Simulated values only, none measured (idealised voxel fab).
The process module presented herein is designated voxel transistor to metal.
Section shown: cut. Width: 165 nm. Cell size: 5 nm, square.
Throughout this document, each cross-section is represented as a grid of square cells and is presented as a sequence of bands enumerated from the top downward, where a band comprises one or more rows of cells.
In this notation a band is specified by the heights of its top and bottom, in that order and in nm, after which its materials appear from left to right, each paired with its width in nm. The word "edge to edge" attached to a single material means that material fills the band from edge to edge; the word "empty" stands for empty space.
Measure heights from 0. That's the level where, below it, the as-received wafer is all one material. The lowest band is bottomless and extends downward; write it as in "top 0, no bottom".
You'd read "30->40" like this: the band's top row of cells is as wide as the first number, its bottom row is as wide as the second, and going down, every row changes width by the same amount as the row before did.
It should be understood that the words "nothing changed", when stated for a given step, signify that the cross-section underwent no change in any of its cells during that step.
Each empty space that has no open way to the top and spans at least 8 cells appears under "Enclosed void catalog" as width x height at distance, the distance counted from the left edge, all in nm.
That trailing text on a step's line, after the settings, is the simulator's own remark on the step.
overlay nm: right-of-plan distance of the mask on a masked step; negative values mean left-of-plan.
Below you will find pairs of cross-sections. In each, one shows the wafer before one process step and the other after it, with the after view ending at the lowest band that changed. Under each pair is the step separating them, along with its settings. Do not assume the pairs form a chain: they can come from different runs of this module on the same starting wafer, and a pair continues from the pair above it only when its "Snapshot before" entry says so.

### Snapshot before
- top 70, bottom 55: 30 nm lowk; 20 nm empty; 55 nm lowk; 20 nm empty; 40 nm lowk
- top 55, bottom 50: 30 nm SiN; 20 nm empty; 55 nm SiN; 20 nm empty; 40 nm SiN
- top 50, bottom 35: 35 nm SiO2; 5 nm TiN; 10 nm Ru; 5 nm TiN; 55 nm SiO2; 5 nm TiN; 10 nm Ru; 5 nm TiN; 35 nm SiO2
- top 35, bottom 25: 35 nm SiO2; 5 nm TiN; 10 nm Ru; 5 nm TiN; 5 nm SiO2; 10 nm SiN; 5 nm SiO2; 15 nm SiCN; 5 nm SiO2; 10 nm SiN; 5 nm SiO2; 5 nm TiN; 10 nm Ru; 5 nm TiN; 35 nm SiO2
- top 25, bottom 10: 35 nm SiO2; 5 nm TiN; 10 nm Ru; 5 nm TiN; 5 nm SiO2; 10 nm SiN; 5 nm SiO2; 15 nm polySi; 5 nm SiO2; 10 nm SiN; 5 nm SiO2; 5 nm TiN; 10 nm Ru; 5 nm TiN; 35 nm SiO2
- top 10, bottom 5: 25 nm SiO2; 10 nm SiN; 20 nm TiN; 5 nm SiO2; 10 nm SiN; 5 nm SiO2; 15 nm polySi; 5 nm SiO2; 10 nm SiN; 5 nm SiO2; 20 nm TiN; 10 nm SiN; 25 nm SiO2
- top 5, bottom 0: 25 nm SiO2; 10 nm SiN; 10 nm nSi; 5 nm TiN; 10 nm nSi; 10 nm SiN; 5 nm SiO2; 15 nm polySi; 5 nm SiO2; 10 nm SiN; 10 nm nSi; 5 nm TiN; 10 nm nSi; 10 nm SiN; 25 nm SiO2
- top 0, bottom -5: 35 nm SiO2; 25 nm nSi; 45 nm SiO2; 25 nm nSi; 35 nm SiO2
- top -5, bottom -10: 25 nm SiO2; 10 nm Si; 25 nm nSi; 45 nm Si; 25 nm nSi; 10 nm Si; 25 nm SiO2
- top -10, bottom -20: 25 nm SiO2; 115 nm Si; 25 nm SiO2
- top -20, no bottom: Si edge to edge
- Enclosed void catalog: none

### Post-Process View
- top 75, bottom 70: 35 nm TiN; 10 nm empty; 65 nm TiN; 10 nm empty; 45 nm TiN
- top 70, bottom 55: 30 nm lowk; 5 nm TiN; 10 nm empty; 5 nm TiN; 55 nm lowk; 5 nm TiN; 10 nm empty; 5 nm TiN; 40 nm lowk
- top 55, bottom 50: 30 nm SiN; 20 nm TiN; 55 nm SiN; 20 nm TiN; 40 nm SiN
- Everything under 50 stays put, no change at all.
- Enclosed void catalog: none
The process step separating the two cross-sections depicted above is as follows: CONFORMAL_DEP: material TiN, thk nm 5

Snapshot before: after-step cross-section of the pair just above applies.

### Post-Process View
- top 80, bottom 75: Ru edge to edge
- top 75, bottom 70: 35 nm TiN; 10 nm Ru; 65 nm TiN; 10 nm Ru; 45 nm TiN
- top 70, bottom 55: 30 nm lowk; 5 nm TiN; 10 nm Ru; 5 nm TiN; 55 nm lowk; 5 nm TiN; 10 nm Ru; 5 nm TiN; 40 nm lowk
- Everything under 55 stays put, no change at all.
- Enclosed void catalog: none
The process step separating the two cross-sections depicted above is as follows: FILL_DEP: material Ru, thk nm 5

Snapshot before: after-step cross-section of the pair just above applies.

### Post-Process View
- top 70, bottom 55: 30 nm lowk; 5 nm TiN; 10 nm Ru; 5 nm TiN; 55 nm lowk; 5 nm TiN; 10 nm Ru; 5 nm TiN; 40 nm lowk
- Everything under 55 stays put, no change at all.
- Enclosed void catalog: none
The process step separating the two cross-sections depicted above is as follows: CMP: height nm 70

Snapshot before: after-step cross-section of the pair just above applies.

### Post-Process View
- top 75, bottom 70: SiCN edge to edge
- Everything under 70 stays put, no change at all.
- Enclosed void catalog: none
The process step separating the two cross-sections depicted above is as follows: CONFORMAL_DEP: material SiCN, thk nm 5

Snapshot before: after-step cross-section of the pair just above applies.

### Post-Process View
- top 100, bottom 75: lowk edge to edge
- Everything under 75 stays put, no change at all.
- Enclosed void catalog: none
The process step separating the two cross-sections depicted above is as follows: DIRECTIONAL_DEP: material lowk, thk nm 25

Snapshot before: after-step cross-section of the pair just above applies.

### Post-Process View
- top 100, bottom 75: 35 nm lowk; 15 nm empty; 60 nm lowk; 15 nm empty; 40 nm lowk
- Everything under 75 stays put, no change at all.
- Enclosed void catalog: none
The process step separating the two cross-sections depicted above is as follows: MASKED_ETCH: tone open, mask id METAL_2_HOLES, width nm 15, pitch nm 75, etch materials lowk, depth nm 25, overlay nm 0

Snapshot before: after-step cross-section of the pair just above applies.

### Post-Process View
- top 110, bottom 100: 35 nm aC; 15 nm empty; 60 nm aC; 15 nm empty; 40 nm aC
- top 100, bottom 85: 35 nm lowk; 15 nm empty; 60 nm lowk; 15 nm empty; 40 nm lowk
- top 85, bottom 75: 35 nm lowk; 15 nm aC; 60 nm lowk; 15 nm aC; 40 nm lowk
- Everything under 75 stays put, no change at all.
- Enclosed void catalog: none
The process step separating the two cross-sections depicted above is as follows: DIRECTIONAL_DEP: material aC, thk nm 10

Snapshot before: after-step cross-section of the pair just above applies.

### Post-Process View
- top 135, bottom 110: 35 nm resist; 20 nm empty; 55 nm resist; 20 nm empty; 35 nm resist
- Everything under 110 stays put, no change at all.
- Enclosed void catalog: none
The process step separating the two cross-sections depicted above is as follows: PATTERN: tone open, mask id METAL_2, material resist, width nm 20, pitch nm 75, thk nm 25, overlay nm 0

Snapshot before: after-step cross-section of the pair just above applies.

### Post-Process View
- top 125, bottom 110: 35 nm resist; 20 nm empty; 55 nm resist; 20 nm empty; 35 nm resist
- top 110, bottom 100: 35 nm aC; 20 nm empty; 55 nm aC; 20 nm empty; 35 nm aC
- top 100, bottom 75: 35 nm lowk; 15 nm empty; 60 nm lowk; 15 nm empty; 40 nm lowk
- Everything under 75 stays put, no change at all.
- Enclosed void catalog: none
The process step separating the two cross-sections depicted above is as follows: DIRECTIONAL_ETCH: etch materials aC, depth nm 10

Snapshot before: after-step cross-section of the pair just above applies.

### Post-Process View
- top 110, bottom 100: 35 nm aC; 20 nm empty; 55 nm aC; 20 nm empty; 35 nm aC
- Everything under 100 stays put, no change at all.
- Enclosed void catalog: none
The process step separating the two cross-sections depicted above is as follows: STRIP: etch materials resist

Snapshot before: after-step cross-section of the pair just above applies.

### Post-Process View
- top 110, bottom 100: 35 nm aC; 20 nm empty; 55 nm aC; 20 nm empty; 35 nm aC
- top 100, bottom 85: 35 nm lowk; 20 nm empty; 55 nm lowk; 20 nm empty; 35 nm lowk
- Everything under 85 stays put, no change at all.
- Enclosed void catalog: none
The process step separating the two cross-sections depicted above is as follows: DIRECTIONAL_ETCH: etch materials lowk, depth nm 15

Snapshot before: after-step cross-section of the pair just above applies.

### Post-Process View
- top 110, bottom 100: 35 nm aC; 20 nm empty; 55 nm aC; 20 nm empty; 35 nm aC
- top 100, bottom 85: 35 nm lowk; 20 nm empty; 55 nm lowk; 20 nm empty; 35 nm lowk
- top 85, bottom 75: 35 nm lowk; 15 nm empty; 60 nm lowk; 15 nm empty; 40 nm lowk
- top 75, bottom 70: 35 nm SiCN; 15 nm empty; 60 nm SiCN; 15 nm empty; 40 nm SiCN
- Everything under 70 stays put, no change at all.
- Enclosed void catalog: none
The process step separating the two cross-sections depicted above is as follows: DIRECTIONAL_ETCH: etch materials SiCN, depth nm 5

Snapshot before: after-step cross-section of the pair just above applies.

### Post-Process View
- top 100, bottom 85: 35 nm lowk; 20 nm empty; 55 nm lowk; 20 nm empty; 35 nm lowk
- Everything under 85 stays put, no change at all.
- Enclosed void catalog: none
The process step separating the two cross-sections depicted above is as follows: STRIP: etch materials aC

Snapshot before: after-step cross-section of the pair just above applies.

### Post-Process View
- top 105, bottom 100: 40 nm TiN; 10 nm empty; 65 nm TiN; 10 nm empty; 40 nm TiN
- top 100, bottom 90: 35 nm lowk; 5 nm TiN; 10 nm empty; 5 nm TiN; 55 nm lowk; 5 nm TiN; 10 nm empty; 5 nm TiN; 35 nm lowk
- top 90, bottom 85: 35 nm lowk; 5 nm TiN; 5 nm empty; 10 nm TiN; 55 nm lowk; 5 nm TiN; 5 nm empty; 10 nm TiN; 35 nm lowk
- top 85, bottom 75: 35 nm lowk; 5 nm TiN; 5 nm empty; 5 nm TiN; 60 nm lowk; 5 nm TiN; 5 nm empty; 5 nm TiN; 40 nm lowk
- top 75, bottom 70: 35 nm SiCN; 15 nm TiN; 60 nm SiCN; 15 nm TiN; 40 nm SiCN
- Everything under 70 stays put, no change at all.
- Enclosed void catalog: none
The process step separating the two cross-sections depicted above is as follows: CONFORMAL_DEP: material TiN, thk nm 5

Snapshot before: after-step cross-section of the pair just above applies.

### Post-Process View
- top 115, bottom 105: Ru edge to edge
- top 105, bottom 100: 40 nm TiN; 10 nm Ru; 65 nm TiN; 10 nm Ru; 40 nm TiN
- top 100, bottom 90: 35 nm lowk; 5 nm TiN; 10 nm Ru; 5 nm TiN; 55 nm lowk; 5 nm TiN; 10 nm Ru; 5 nm TiN; 35 nm lowk
- top 90, bottom 85: 35 nm lowk; 5 nm TiN; 5 nm Ru; 10 nm TiN; 55 nm lowk; 5 nm TiN; 5 nm Ru; 10 nm TiN; 35 nm lowk
- top 85, bottom 75: 35 nm lowk; 5 nm TiN; 5 nm Ru; 5 nm TiN; 60 nm lowk; 5 nm TiN; 5 nm Ru; 5 nm TiN; 40 nm lowk
- Everything under 75 stays put, no change at all.
- Enclosed void catalog: none
The process step separating the two cross-sections depicted above is as follows: FILL_DEP: material Ru, thk nm 10

Snapshot before: after-step cross-section of the pair just above applies.

### Post-Process View
- top 100, bottom 90: 35 nm lowk; 5 nm TiN; 10 nm Ru; 5 nm TiN; 55 nm lowk; 5 nm TiN; 10 nm Ru; 5 nm TiN; 35 nm lowk
- Everything under 90 stays put, no change at all.
- Enclosed void catalog: none
The process step separating the two cross-sections depicted above is as follows: CMP: height nm 100

Snapshot before: after-step cross-section of the pair just above applies.

### Post-Process View
- top 105, bottom 100: SiCN edge to edge
- Everything under 100 stays put, no change at all.
- Enclosed void catalog: none
The process step separating the two cross-sections depicted above is as follows: CONFORMAL_DEP: material SiCN, thk nm 5

### Snapshot before
- top 100, bottom 85: 35 nm lowk; 20 nm empty; 55 nm lowk; 20 nm empty; 35 nm lowk
- top 85, bottom 75: 35 nm lowk; 15 nm empty; 60 nm lowk; 15 nm empty; 40 nm lowk
- top 75, bottom 70: 35 nm SiCN; 15 nm empty; 60 nm SiCN; 15 nm empty; 40 nm SiCN
- top 70, bottom 55: 35 nm lowk; 5 nm TiN; 10 nm Ru; 5 nm TiN; 55 nm lowk; 5 nm TiN; 10 nm Ru; 5 nm TiN; 35 nm lowk
- top 55, bottom 50: 35 nm SiN; 20 nm TiN; 55 nm SiN; 20 nm TiN; 35 nm SiN
- top 50, bottom 35: 35 nm SiO2; 5 nm TiN; 10 nm Ru; 5 nm TiN; 55 nm SiO2; 5 nm TiN; 10 nm Ru; 5 nm TiN; 35 nm SiO2
- top 35, bottom 25: 35 nm SiO2; 5 nm TiN; 10 nm Ru; 5 nm TiN; 5 nm SiO2; 10 nm SiN; 5 nm SiO2; 15 nm SiCN; 5 nm SiO2; 10 nm SiN; 5 nm SiO2; 5 nm TiN; 10 nm Ru; 5 nm TiN; 35 nm SiO2
- top 25, bottom 10: 35 nm SiO2; 5 nm TiN; 10 nm Ru; 5 nm TiN; 5 nm SiO2; 10 nm SiN; 5 nm SiO2; 15 nm polySi; 5 nm SiO2; 10 nm SiN; 5 nm SiO2; 5 nm TiN; 10 nm Ru; 5 nm TiN; 35 nm SiO2
- top 10, bottom 5: 25 nm SiO2; 10 nm SiN; 20 nm TiN; 5 nm SiO2; 10 nm SiN; 5 nm SiO2; 15 nm polySi; 5 nm SiO2; 10 nm SiN; 5 nm SiO2; 20 nm TiN; 10 nm SiN; 25 nm SiO2
- top 5, bottom 0: 25 nm SiO2; 10 nm SiN; 10 nm nSi; 5 nm TiN; 10 nm nSi; 10 nm SiN; 5 nm SiO2; 15 nm polySi; 5 nm SiO2; 10 nm SiN; 10 nm nSi; 5 nm TiN; 10 nm nSi; 10 nm SiN; 25 nm SiO2
- top 0, bottom -5: 35 nm SiO2; 25 nm nSi; 45 nm SiO2; 25 nm nSi; 35 nm SiO2
- top -5, bottom -10: 25 nm SiO2; 10 nm Si; 25 nm nSi; 45 nm Si; 25 nm nSi; 10 nm Si; 25 nm SiO2
- top -10, bottom -20: 25 nm SiO2; 115 nm Si; 25 nm SiO2
- top -20, no bottom: Si edge to edge
- Enclosed void catalog: none

### Post-Process View
- top 105, bottom 90: 40 nm lowk; 10 nm empty; 65 nm lowk; 10 nm empty; 40 nm lowk
- top 90, bottom 75: 40 nm lowk; 5 nm empty; 70 nm lowk; 5 nm empty; 45 nm lowk
- top 75, bottom 70: 35 nm SiCN; 15 nm lowk; 60 nm SiCN; 15 nm lowk; 40 nm SiCN
- Everything under 70 stays put, no change at all.
- Enclosed void catalog: none
The process step separating the two cross-sections depicted above is as follows: CONFORMAL_DEP: material lowk, thk nm 5

Snapshot before: after-step cross-section of the pair just above applies.

### Post-Process View
- top 115, bottom 105: Ru edge to edge
- top 105, bottom 90: 40 nm lowk; 10 nm Ru; 65 nm lowk; 10 nm Ru; 40 nm lowk
- top 90, bottom 75: 40 nm lowk; 5 nm Ru; 70 nm lowk; 5 nm Ru; 45 nm lowk
- Everything under 75 stays put, no change at all.
- Enclosed void catalog: none
The process step separating the two cross-sections depicted above is as follows: FILL_DEP: material Ru, thk nm 10

Snapshot before: after-step cross-section of the pair just above applies.

### Post-Process View
- top 100, bottom 90: 40 nm lowk; 10 nm Ru; 65 nm lowk; 10 nm Ru; 40 nm lowk
- Everything under 90 stays put, no change at all.
- Enclosed void catalog: none
The process step separating the two cross-sections depicted above is as follows: CMP: height nm 100

Snapshot before: after-step cross-section of the pair just above applies.

### Post-Process View
- top 105, bottom 100: SiCN edge to edge
- Everything under 100 stays put, no change at all.
- Enclosed void catalog: none
The process step separating the two cross-sections depicted above is as follows: CONFORMAL_DEP: material SiCN, thk nm 5

### Snapshot before
- top 100, bottom 75: lowk edge to edge
- top 75, bottom 70: SiCN edge to edge
- top 70, bottom 55: 35 nm lowk; 5 nm TiN; 10 nm Ru; 5 nm TiN; 55 nm lowk; 5 nm TiN; 10 nm Ru; 5 nm TiN; 35 nm lowk
- top 55, bottom 50: 35 nm SiN; 20 nm TiN; 55 nm SiN; 20 nm TiN; 35 nm SiN
- top 50, bottom 35: 35 nm SiO2; 5 nm TiN; 10 nm Ru; 5 nm TiN; 55 nm SiO2; 5 nm TiN; 10 nm Ru; 5 nm TiN; 35 nm SiO2
- top 35, bottom 25: 35 nm SiO2; 5 nm TiN; 10 nm Ru; 5 nm TiN; 5 nm SiO2; 10 nm SiN; 5 nm SiO2; 15 nm SiCN; 5 nm SiO2; 10 nm SiN; 5 nm SiO2; 5 nm TiN; 10 nm Ru; 5 nm TiN; 35 nm SiO2
- top 25, bottom 10: 35 nm SiO2; 5 nm TiN; 10 nm Ru; 5 nm TiN; 5 nm SiO2; 10 nm SiN; 5 nm SiO2; 15 nm polySi; 5 nm SiO2; 10 nm SiN; 5 nm SiO2; 5 nm TiN; 10 nm Ru; 5 nm TiN; 35 nm SiO2
- top 10, bottom 5: 25 nm SiO2; 10 nm SiN; 20 nm TiN; 5 nm SiO2; 10 nm SiN; 5 nm SiO2; 15 nm polySi; 5 nm SiO2; 10 nm SiN; 5 nm SiO2; 20 nm TiN; 10 nm SiN; 25 nm SiO2
- top 5, bottom 0: 25 nm SiO2; 10 nm SiN; 10 nm nSi; 5 nm TiN; 10 nm nSi; 10 nm SiN; 5 nm SiO2; 15 nm polySi; 5 nm SiO2; 10 nm SiN; 10 nm nSi; 5 nm TiN; 10 nm nSi; 10 nm SiN; 25 nm SiO2
- top 0, bottom -5: 35 nm SiO2; 25 nm nSi; 45 nm SiO2; 25 nm nSi; 35 nm SiO2
- top -5, bottom -10: 25 nm SiO2; 10 nm Si; 25 nm nSi; 45 nm Si; 25 nm nSi; 10 nm Si; 25 nm SiO2
- top -10, bottom -20: 25 nm SiO2; 115 nm Si; 25 nm SiO2
- top -20, no bottom: Si edge to edge
- Enclosed void catalog: none

### Post-Process View
- top 100, bottom 75: 35 nm empty; 15 nm lowk; 60 nm empty; 15 nm lowk; 40 nm empty
- Everything under 75 stays put, no change at all.
- Enclosed void catalog: none
The process step separating the two cross-sections depicted above is as follows: MASKED_ETCH: tone cover, mask id METAL_2_HOLES, width nm 15, pitch nm 75, etch materials lowk, depth nm 25, overlay nm 0

Snapshot before: after-step cross-section of the pair just above applies.

### Post-Process View
- top 110, bottom 100: 35 nm empty; 15 nm aC; 60 nm empty; 15 nm aC; 40 nm empty
- top 100, bottom 85: 35 nm empty; 15 nm lowk; 60 nm empty; 15 nm lowk; 40 nm empty
- top 85, bottom 75: 35 nm aC; 15 nm lowk; 60 nm aC; 15 nm lowk; 40 nm aC
- Everything under 75 stays put, no change at all.
- Enclosed void catalog: none
The process step separating the two cross-sections depicted above is as follows: DIRECTIONAL_DEP: material aC, thk nm 10

Snapshot before: after-step cross-section of the pair just above applies.

### Post-Process View
- top 135, bottom 110: 35 nm resist; 20 nm empty; 55 nm resist; 20 nm empty; 35 nm resist
- top 110, bottom 100: 35 nm resist; 15 nm aC; 5 nm empty; 55 nm resist; 15 nm aC; 5 nm empty; 35 nm resist
- top 100, bottom 85: 35 nm resist; 15 nm lowk; 5 nm empty; 55 nm resist; 15 nm lowk; 5 nm empty; 35 nm resist
- Everything under 85 stays put, no change at all.
- Enclosed void catalog: none
The process step separating the two cross-sections depicted above is as follows: PATTERN: tone open, mask id METAL_2, material resist, width nm 20, pitch nm 75, thk nm 25, overlay nm 0

Snapshot before: after-step cross-section of the pair just above applies.

### Post-Process View
- top 125, bottom 100: 35 nm resist; 20 nm empty; 55 nm resist; 20 nm empty; 35 nm resist
- top 100, bottom 85: 35 nm resist; 15 nm lowk; 5 nm empty; 55 nm resist; 15 nm lowk; 5 nm empty; 35 nm resist
- top 85, bottom 75: 35 nm aC; 15 nm lowk; 5 nm empty; 55 nm aC; 15 nm lowk; 5 nm empty; 35 nm aC
- Everything under 75 stays put, no change at all.
- Enclosed void catalog: none
The process step separating the two cross-sections depicted above is as follows: DIRECTIONAL_ETCH: etch materials aC, depth nm 10

Snapshot before: after-step cross-section of the pair just above applies.

### Post-Process View
- top 100, bottom 85: 35 nm empty; 15 nm lowk; 60 nm empty; 15 nm lowk; 40 nm empty
- Everything under 85 stays put, no change at all.
- Enclosed void catalog: none
The process step separating the two cross-sections depicted above is as follows: STRIP: etch materials resist

Snapshot before: after-step cross-section of the pair just above applies.

### Post-Process View
- top 85, bottom 75: 35 nm aC; 15 nm lowk; 5 nm empty; 55 nm aC; 15 nm lowk; 5 nm empty; 35 nm aC
- Everything under 75 stays put, no change at all.
- Enclosed void catalog: none
The process step separating the two cross-sections depicted above is as follows: DIRECTIONAL_ETCH: etch materials lowk, depth nm 15

Snapshot before: after-step cross-section of the pair just above applies.

### Post-Process View
- top 85, bottom 75: 35 nm aC; 15 nm lowk; 5 nm empty; 55 nm aC; 15 nm lowk; 5 nm empty; 35 nm aC
- top 75, bottom 70: 50 nm SiCN; 5 nm empty; 70 nm SiCN; 5 nm empty; 35 nm SiCN
- Everything under 70 stays put, no change at all.
- Enclosed void catalog: none
The process step separating the two cross-sections depicted above is as follows: DIRECTIONAL_ETCH: etch materials SiCN, depth nm 5

Snapshot before: after-step cross-section of the pair just above applies.

### Post-Process View
- top 85, bottom 75: 35 nm empty; 15 nm lowk; 60 nm empty; 15 nm lowk; 40 nm empty
- Everything under 75 stays put, no change at all.
- Enclosed void catalog: none
The process step separating the two cross-sections depicted above is as follows: STRIP: etch materials aC

Snapshot before: after-step cross-section of the pair just above applies.

### Post-Process View
- top 90, bottom 85: 30 nm empty; 25 nm TiN; 50 nm empty; 25 nm TiN; 35 nm empty
- top 85, bottom 80: 30 nm empty; 5 nm TiN; 15 nm lowk; 5 nm TiN; 50 nm empty; 5 nm TiN; 15 nm lowk; 5 nm TiN; 35 nm empty
- top 80, bottom 75: 35 nm TiN; 15 nm lowk; 60 nm TiN; 15 nm lowk; 40 nm TiN
- top 75, bottom 70: 50 nm SiCN; 5 nm TiN; 70 nm SiCN; 5 nm TiN; 35 nm SiCN
- Everything under 70 stays put, no change at all.
- Enclosed void catalog: none
The process step separating the two cross-sections depicted above is as follows: CONFORMAL_DEP: material TiN, thk nm 5

Snapshot before: after-step cross-section of the pair just above applies.

### Post-Process View
- top 100, bottom 90: Ru edge to edge
- top 90, bottom 85: 30 nm Ru; 25 nm TiN; 50 nm Ru; 25 nm TiN; 35 nm Ru
- top 85, bottom 80: 30 nm Ru; 5 nm TiN; 15 nm lowk; 5 nm TiN; 50 nm Ru; 5 nm TiN; 15 nm lowk; 5 nm TiN; 35 nm Ru
- Everything under 80 stays put, no change at all.
- Enclosed void catalog: none
The process step separating the two cross-sections depicted above is as follows: FILL_DEP: material Ru, thk nm 10

Snapshot before: after-step cross-section of the pair just above applies.

### Post-Process View
- top 105, bottom 100: SiCN edge to edge
- Everything under 100 stays put, no change at all.
- Enclosed void catalog: none
The process step separating the two cross-sections depicted above is as follows: CONFORMAL_DEP: material SiCN, thk nm 5
